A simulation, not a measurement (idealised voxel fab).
The following is a process module called voxel gate over fins.
This is section cut - it's 175 nm across, gridded in 5 nm square cells.
Cross-sections here: square-cell grids, written as top-down lists of bands, a band being one or more rows of cells. In this notation a band is specified by the heights of its top and bottom, in that order and in nm, after which its materials appear from left to right, each paired with its width in nm. The word "throughout" attached to a single material means that material fills the band from edge to edge; the word "blank" stands for empty space. Heights are reckoned from 0. Under this level, the received wafer is all of one material. The bottommost band is open-ended downward, for example "0 nm and below". Top row gets the first number, bottom row gets the second, and each row in between changes by the same step: that is how a band width like "30 to 40" works. Step note "no change" = no cross-section cell changed. The label "Closed internal cavities" introduces a list of the empty spaces, 8 cells or larger, that have no open way up to the top; each entry in it reads width x height at distance, where the distance is taken from the left edge and all three are stated in nm. Where a step's line continues beyond its settings, the continuation is a remark by the simulator itself on that step. The optional step-line setting "overlay nm" applies to steps with a mask and quantifies how far to the right of its planned location the mask lay, a negative value indicating leftward placement.

The planned process steps are enumerated hereunder:
1,RECEIVE with material Si
2,CONFORMAL_DEP with material SiN, thk nm 10
3,MASKED_ETCH with tone cover, mask id FINS, width nm 15, pitch nm 45, etch materials SiN, depth nm 10, overlay nm 0
4,MASKED_ETCH with tone cover, mask id FINS, width nm 15, pitch nm 45, etch materials Si, depth nm 30, overlay nm 0
5,OXIDIZE with depth nm 5
6,FILL_DEP with material SiO2, thk nm 5
7,CMP with height nm 10
8,SELECTIVE_ETCH with etch materials SiO2, depth nm 20
9,STRIP with etch materials SiN
10,CONFORMAL_DEP with material HfO2, thk nm 5
11,CONFORMAL_DEP with material TiN, thk nm 5
12,CONFORMAL_DEP with material TiAl, thk nm 5
13,CONFORMAL_DEP with material TiN, thk nm 5
14,FILL_DEP with material W, thk nm 10
15,CMP with height nm 25
16,CONFORMAL_DEP with material SiCN, thk nm 5

The first of a set of two wafers, run to plan:

Delivered wafer in cross-section: state after step 1:
0 nm and below  Si throughout
Closed internal cavities: none

Cross-section of the wafer after step 2:
10 nm to 0 nm  SiN throughout
Below a height of 0, the structure has not been altered.

Cross-section of the wafer after step 3:
10 nm to 0 nm  35 nm blank / 15 nm SiN / 30 nm blank / 15 nm SiN / 30 nm blank / 15 nm SiN / 35 nm blank
Below a height of 0, the structure has not been altered.

Cross-section of the wafer after step 4:
10 nm to 0 nm  35 nm blank / 15 nm SiN / 30 nm blank / 15 nm SiN / 30 nm blank / 15 nm SiN / 35 nm blank
0 nm to -30 nm  35 nm blank / 15 nm Si / 30 nm blank / 15 nm Si / 30 nm blank / 15 nm Si / 35 nm blank
Below a height of -30, the structure has not been altered.

Cross-section of the wafer after step 5:
10 nm to 0 nm  35 nm blank / 15 nm SiN / 30 nm blank / 15 nm SiN / 30 nm blank / 15 nm SiN / 35 nm blank
0 nm to -30 nm  35 nm blank / 5 nm SiO2 / 5 nm Si / 5 nm SiO2 / 30 nm blank / 5 nm SiO2 / 5 nm Si / 5 nm SiO2 / 30 nm blank / 5 nm SiO2 / 5 nm Si / 5 nm SiO2 / 35 nm blank
-30 nm to -35 nm  40 nm SiO2 / 5 nm Si / 40 nm SiO2 / 5 nm Si / 40 nm SiO2 / 5 nm Si / 40 nm SiO2
Below a height of -35, the structure has not been altered.

Cross-section of the wafer after step 6:
15 nm to 10 nm  SiO2 throughout
10 nm to 0 nm  35 nm SiO2 / 15 nm SiN / 30 nm SiO2 / 15 nm SiN / 30 nm SiO2 / 15 nm SiN / 35 nm SiO2
0 nm to -35 nm  40 nm SiO2 / 5 nm Si / 40 nm SiO2 / 5 nm Si / 40 nm SiO2 / 5 nm Si / 40 nm SiO2
Below a height of -35, the structure has not been altered.

Cross-section of the wafer after step 7:
10 nm to 0 nm  35 nm SiO2 / 15 nm SiN / 30 nm SiO2 / 15 nm SiN / 30 nm SiO2 / 15 nm SiN / 35 nm SiO2
Below a height of 0, the structure has not been altered.

Cross-section of the wafer after step 8:
10 nm to 0 nm  35 nm blank / 15 nm SiN / 30 nm blank / 15 nm SiN / 30 nm blank / 15 nm SiN / 35 nm blank
0 nm to -10 nm  40 nm blank / 5 nm Si / 40 nm blank / 5 nm Si / 40 nm blank / 5 nm Si / 40 nm blank
Below a height of -10, the structure has not been altered.

Cross-section of the wafer after step 9:
0 nm to -10 nm  40 nm blank / 5 nm Si / 40 nm blank / 5 nm Si / 40 nm blank / 5 nm Si / 40 nm blank
Below a height of -10, the structure has not been altered.

Cross-section of the wafer after step 10:
5 nm to 0 nm  35 nm blank / 15 nm HfO2 / 30 nm blank / 15 nm HfO2 / 30 nm blank / 15 nm HfO2 / 35 nm blank
0 nm to -5 nm  35 nm blank / 5 nm HfO2 / 5 nm Si / 5 nm HfO2 / 30 nm blank / 5 nm HfO2 / 5 nm Si / 5 nm HfO2 / 30 nm blank / 5 nm HfO2 / 5 nm Si / 5 nm HfO2 / 35 nm blank
-5 nm to -10 nm  40 nm HfO2 / 5 nm Si / 40 nm HfO2 / 5 nm Si / 40 nm HfO2 / 5 nm Si / 40 nm HfO2
Below a height of -10, the structure has not been altered.

Cross-section of the wafer after step 11:
10 nm to 5 nm  30 nm blank / 25 nm TiN / 20 nm blank / 25 nm TiN / 20 nm blank / 25 nm TiN / 30 nm blank
5 nm to 0 nm  30 nm blank / 5 nm TiN / 15 nm HfO2 / 5 nm TiN / 20 nm blank / 5 nm TiN / 15 nm HfO2 / 5 nm TiN / 20 nm blank / 5 nm TiN / 15 nm HfO2 / 5 nm TiN / 30 nm blank
0 nm to -5 nm  35 nm TiN / 5 nm HfO2 / 5 nm Si / 5 nm HfO2 / 30 nm TiN / 5 nm HfO2 / 5 nm Si / 5 nm HfO2 / 30 nm TiN / 5 nm HfO2 / 5 nm Si / 5 nm HfO2 / 35 nm TiN
Below a height of -5, the structure has not been altered.

Cross-section of the wafer after step 12:
15 nm to 10 nm  25 nm blank / 35 nm TiAl / 10 nm blank / 35 nm TiAl / 10 nm blank / 35 nm TiAl / 25 nm blank
10 nm to 5 nm  25 nm blank / 5 nm TiAl / 25 nm TiN / 5 nm TiAl / 10 nm blank / 5 nm TiAl / 25 nm TiN / 5 nm TiAl / 10 nm blank / 5 nm TiAl / 25 nm TiN / 5 nm TiAl / 25 nm blank
5 nm to 0 nm  30 nm TiAl / 5 nm TiN / 15 nm HfO2 / 5 nm TiN / 20 nm TiAl / 5 nm TiN / 15 nm HfO2 / 5 nm TiN / 20 nm TiAl / 5 nm TiN / 15 nm HfO2 / 5 nm TiN / 30 nm TiAl
Below a height of 0, the structure has not been altered.

Cross-section of the wafer after step 13:
20 nm to 15 nm  20 nm blank / 135 nm TiN / 20 nm blank
15 nm to 10 nm  20 nm blank / 5 nm TiN / 35 nm TiAl / 10 nm TiN / 35 nm TiAl / 10 nm TiN / 35 nm TiAl / 5 nm TiN / 20 nm blank
10 nm to 5 nm  25 nm TiN / 5 nm TiAl / 25 nm TiN / 5 nm TiAl / 10 nm TiN / 5 nm TiAl / 25 nm TiN / 5 nm TiAl / 10 nm TiN / 5 nm TiAl / 25 nm TiN / 5 nm TiAl / 25 nm TiN
Below a height of 5, the structure has not been altered.

Cross-section of the wafer after step 14:
30 nm to 20 nm  W throughout
20 nm to 15 nm  20 nm W / 135 nm TiN / 20 nm W
15 nm to 10 nm  20 nm W / 5 nm TiN / 35 nm TiAl / 10 nm TiN / 35 nm TiAl / 10 nm TiN / 35 nm TiAl / 5 nm TiN / 20 nm W
Below a height of 10, the structure has not been altered.

Cross-section of the wafer after step 15:
25 nm to 20 nm  W throughout
Below a height of 20, the structure has not been altered.

Cross-section of the wafer after step 16:
30 nm to 25 nm  SiCN throughout
Below a height of 25, the structure has not been altered.

Second wafer, same starting conditions and recipe as the first, one mistake in executing it, nothing differs from the first up to and including step 3:

When step 4 should have ended:
10 nm to 0 nm  35 nm blank / 15 nm SiN / 30 nm blank / 15 nm SiN / 30 nm blank / 15 nm SiN / 35 nm blank
0 nm to -30 nm  30 nm blank / 20 nm Si / 25 nm blank / 20 nm Si / 25 nm blank / 20 nm Si / 35 nm blank
Below a height of -30, the structure has not been altered.

When step 5 should have ended:
10 nm to 0 nm  35 nm blank / 15 nm SiN / 30 nm blank / 15 nm SiN / 30 nm blank / 15 nm SiN / 35 nm blank
0 nm to -5 nm  30 nm blank / 10 nm SiO2 / 5 nm Si / 5 nm SiO2 / 25 nm blank / 10 nm SiO2 / 5 nm Si / 5 nm SiO2 / 25 nm blank / 10 nm SiO2 / 5 nm Si / 5 nm SiO2 / 35 nm blank
-5 nm to -30 nm  30 nm blank / 5 nm SiO2 / 10 nm Si / 5 nm SiO2 / 25 nm blank / 5 nm SiO2 / 10 nm Si / 5 nm SiO2 / 25 nm blank / 5 nm SiO2 / 10 nm Si / 5 nm SiO2 / 35 nm blank
-30 nm to -35 nm  35 nm SiO2 / 10 nm Si / 35 nm SiO2 / 10 nm Si / 35 nm SiO2 / 10 nm Si / 40 nm SiO2
Below a height of -35, the structure has not been altered.

When step 6 should have ended:
15 nm to 10 nm  SiO2 throughout
10 nm to 0 nm  35 nm SiO2 / 15 nm SiN / 30 nm SiO2 / 15 nm SiN / 30 nm SiO2 / 15 nm SiN / 35 nm SiO2
0 nm to -5 nm  40 nm SiO2 / 5 nm Si / 40 nm SiO2 / 5 nm Si / 40 nm SiO2 / 5 nm Si / 40 nm SiO2
-5 nm to -35 nm  35 nm SiO2 / 10 nm Si / 35 nm SiO2 / 10 nm Si / 35 nm SiO2 / 10 nm Si / 40 nm SiO2
Below a height of -35, the structure has not been altered.

When step 7 should have ended:
10 nm to 0 nm  35 nm SiO2 / 15 nm SiN / 30 nm SiO2 / 15 nm SiN / 30 nm SiO2 / 15 nm SiN / 35 nm SiO2
Below a height of 0, the structure has not been altered.

When step 8 should have ended:
10 nm to 0 nm  35 nm blank / 15 nm SiN / 30 nm blank / 15 nm SiN / 30 nm blank / 15 nm SiN / 35 nm blank
0 nm to -10 nm  40 to 35 nm blank / 5 to 10 nm Si / 40 to 35 nm blank / 5 to 10 nm Si / 40 to 35 nm blank / 5 to 10 nm Si / 40 nm blank
Below a height of -10, the structure has not been altered.

When step 9 should have ended:
0 nm to -10 nm  40 to 35 nm blank / 5 to 10 nm Si / 40 to 35 nm blank / 5 to 10 nm Si / 40 to 35 nm blank / 5 to 10 nm Si / 40 nm blank
Below a height of -10, the structure has not been altered.

When step 10 should have ended:
5 nm to 0 nm  35 nm blank / 15 nm HfO2 / 30 nm blank / 15 nm HfO2 / 30 nm blank / 15 nm HfO2 / 35 nm blank
0 nm to -5 nm  30 nm blank / 10 nm HfO2 / 5 nm Si / 5 nm HfO2 / 25 nm blank / 10 nm HfO2 / 5 nm Si / 5 nm HfO2 / 25 nm blank / 10 nm HfO2 / 5 nm Si / 5 nm HfO2 / 35 nm blank
-5 nm to -10 nm  35 nm HfO2 / 10 nm Si / 35 nm HfO2 / 10 nm Si / 35 nm HfO2 / 10 nm Si / 40 nm HfO2
Below a height of -10, the structure has not been altered.

When step 11 should have ended:
10 nm to 5 nm  30 nm blank / 25 nm TiN / 20 nm blank / 25 nm TiN / 20 nm blank / 25 nm TiN / 30 nm blank
5 nm to 0 nm  25 nm blank / 10 nm TiN / 15 nm HfO2 / 5 nm TiN / 15 nm blank / 10 nm TiN / 15 nm HfO2 / 5 nm TiN / 15 nm blank / 10 nm TiN / 15 nm HfO2 / 5 nm TiN / 30 nm blank
0 nm to -5 nm  30 nm TiN / 10 nm HfO2 / 5 nm Si / 5 nm HfO2 / 25 nm TiN / 10 nm HfO2 / 5 nm Si / 5 nm HfO2 / 25 nm TiN / 10 nm HfO2 / 5 nm Si / 5 nm HfO2 / 35 nm TiN
Below a height of -5, the structure has not been altered.

When step 12 should have ended:
15 nm to 10 nm  25 nm blank / 35 nm TiAl / 10 nm blank / 35 nm TiAl / 10 nm blank / 35 nm TiAl / 25 nm blank
10 nm to 5 nm  20 nm blank / 10 nm TiAl / 25 nm TiN / 5 nm TiAl / 5 nm blank / 10 nm TiAl / 25 nm TiN / 5 nm TiAl / 5 nm blank / 10 nm TiAl / 25 nm TiN / 5 nm TiAl / 25 nm blank
5 nm to 0 nm  25 nm TiAl / 10 nm TiN / 15 nm HfO2 / 5 nm TiN / 15 nm TiAl / 10 nm TiN / 15 nm HfO2 / 5 nm TiN / 15 nm TiAl / 10 nm TiN / 15 nm HfO2 / 5 nm TiN / 30 nm TiAl
Below a height of 0, the structure has not been altered.

When step 13 should have ended:
20 nm to 15 nm  20 nm blank / 135 nm TiN / 20 nm blank
15 nm to 10 nm  15 nm blank / 10 nm TiN / 35 nm TiAl / 10 nm TiN / 35 nm TiAl / 10 nm TiN / 35 nm TiAl / 5 nm TiN / 20 nm blank
10 nm to 5 nm  20 nm TiN / 10 nm TiAl / 25 nm TiN / 5 nm TiAl / 5 nm TiN / 10 nm TiAl / 25 nm TiN / 5 nm TiAl / 5 nm TiN / 10 nm TiAl / 25 nm TiN / 5 nm TiAl / 25 nm TiN
Below a height of 5, the structure has not been altered.

When step 14 should have ended:
30 nm to 20 nm  W throughout
20 nm to 15 nm  20 nm W / 135 nm TiN / 20 nm W
15 nm to 10 nm  15 nm W / 10 nm TiN / 35 nm TiAl / 10 nm TiN / 35 nm TiAl / 10 nm TiN / 35 nm TiAl / 5 nm TiN / 20 nm W
Below a height of 10, the structure has not been altered.

When step 15 should have ended:
25 nm to 20 nm  W throughout
Below a height of 20, the structure has not been altered.

When step 16 should have ended:
30 nm to 25 nm  SiCN throughout
Below a height of 25, the structure has not been altered.
Finding, execution versus plan: step 4 went in with a setting other than planned; the actual run was MASKED_ETCH with tone cover, mask id FINS, width nm 15, pitch nm 45, etch materials Si, depth nm 30, overlay nm -5
Heads up, by the end the second wafer has more or fewer cells of some materials compared to the first: 18 more of Si; 15 fewer of SiO2; 2 fewer of TiN; 1 fewer of W
